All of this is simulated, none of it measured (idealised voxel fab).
Process module heading - voxel self aligned contacts
The width of the displayed cross-section, cut, is 300 nm; its cells are square, with a size of 5 nm.
In what follows, cross-sections appear as grids of square cells, described through bands that run from the top down, where every band is one or more rows of cells. Band: top and bottom heights (nm) first, top before bottom; then materials from left to right, widths in nm. "throughout" marks a sole material filling the band edge to edge. "blank" denotes empty space. Convention: height 0 is the level below which the wafer, as received, is all one material. The lowest band does not terminate at the bottom but continues downward, represented as "top 0, no bottom". Width: "30 to 40" (first number = top row, second number = bottom row, same change from row to row of cells). Key: "everything unchanged" - step with no changed cell in the cross-section. The label "Cavities, sealed" introduces a list of the empty spaces, 8 cells or larger, that have no open way up to the top; each entry in it reads width x height at distance, where the distance is taken from the left edge and all three are stated in nm. Heads up: the bit after the settings on a step's line is the simulator's remark on that step. The line of a step may include "overlay nm". On a step with a mask, this value is how far to the right of its planned place the mask lay. A negative value means the mask lay to the left.

LISTED BELOW ARE THE PROCESS STEPS AS PLANNED
1: RECEIVE | material Si
2: OXIDIZE | depth nm 5
3: DIRECTIONAL_DEP | material polySi | thk nm 30
4: DIRECTIONAL_DEP | material SiN | thk nm 15
5: MASKED_ETCH | tone cover | mask id GATE | width nm 35 | pitch nm 65 | etch materials SiN | depth nm 15 | overlay nm 0
6: MASKED_ETCH | tone cover | mask id GATE | width nm 35 | pitch nm 65 | etch materials polySi | depth nm 30 | overlay nm 0
7: CONFORMAL_DEP | material SiN | thk nm 5
8: DIRECTIONAL_ETCH | etch materials SiN | depth nm 5
9: FILL_DEP | material SiO2 | thk nm 10
10: CMP | height nm 50
11: DIRECTIONAL_DEP | material aC | thk nm 10
12: PATTERN | tone open | mask id CONTACT | material resist | width nm 40 | thk nm 25 | overlay nm 0
13: DIRECTIONAL_ETCH | etch materials aC | depth nm 10
14: STRIP | etch materials resist
15: DIRECTIONAL_ETCH | etch materials SiO2 | depth nm 55
16: STRIP | etch materials aC
17: CONFORMAL_DEP | material TiN | thk nm 5
18: FILL_DEP | material W | thk nm 10
19: CMP | height nm 50
20: CONFORMAL_DEP | material SiN | thk nm 5

WAFER AS RECEIVED: CROSS-SECTION FOLLOWING STEP 1
	top 0, no bottom = Si throughout
	Cavities, sealed: none

THE CROSS-SECTION SHOWN CORRESPONDS TO THE WAFER AT THE CONCLUSION OF THE MODULE. THE INITIAL STRUCTURE AND THE PROCESS PLAN ARE THOSE PRESENTED ABOVE; HOWEVER, ONE MISTAKE OCCURRED IN EXECUTING THE PLAN
	top 55, bottom 50 = SiN throughout
	top 50, bottom 40 = SiO2 130 nm, then TiN 5 to 10 nm, then W 30 to 20 nm, then TiN 5 to 10 nm, then SiO2 130 nm
	top 40, bottom 30 = SiO2 100 nm, then SiN 35 nm, then TiN 5 nm, then W 20 nm, then TiN 5 nm, then SiN 35 nm, then SiO2 100 nm
	top 30, bottom 0 = SiO2 100 nm, then polySi 35 nm, then TiN 5 nm, then W 20 nm, then TiN 5 nm, then polySi 35 nm, then SiO2 100 nm
	top 0, bottom -5 = SiO2 135 nm, then TiN 30 nm, then SiO2 135 nm
	top -5, no bottom = Si throughout
	Cavities, sealed: none
Finding, execution versus plan: step 7 was dropped from the plan's execution and never run
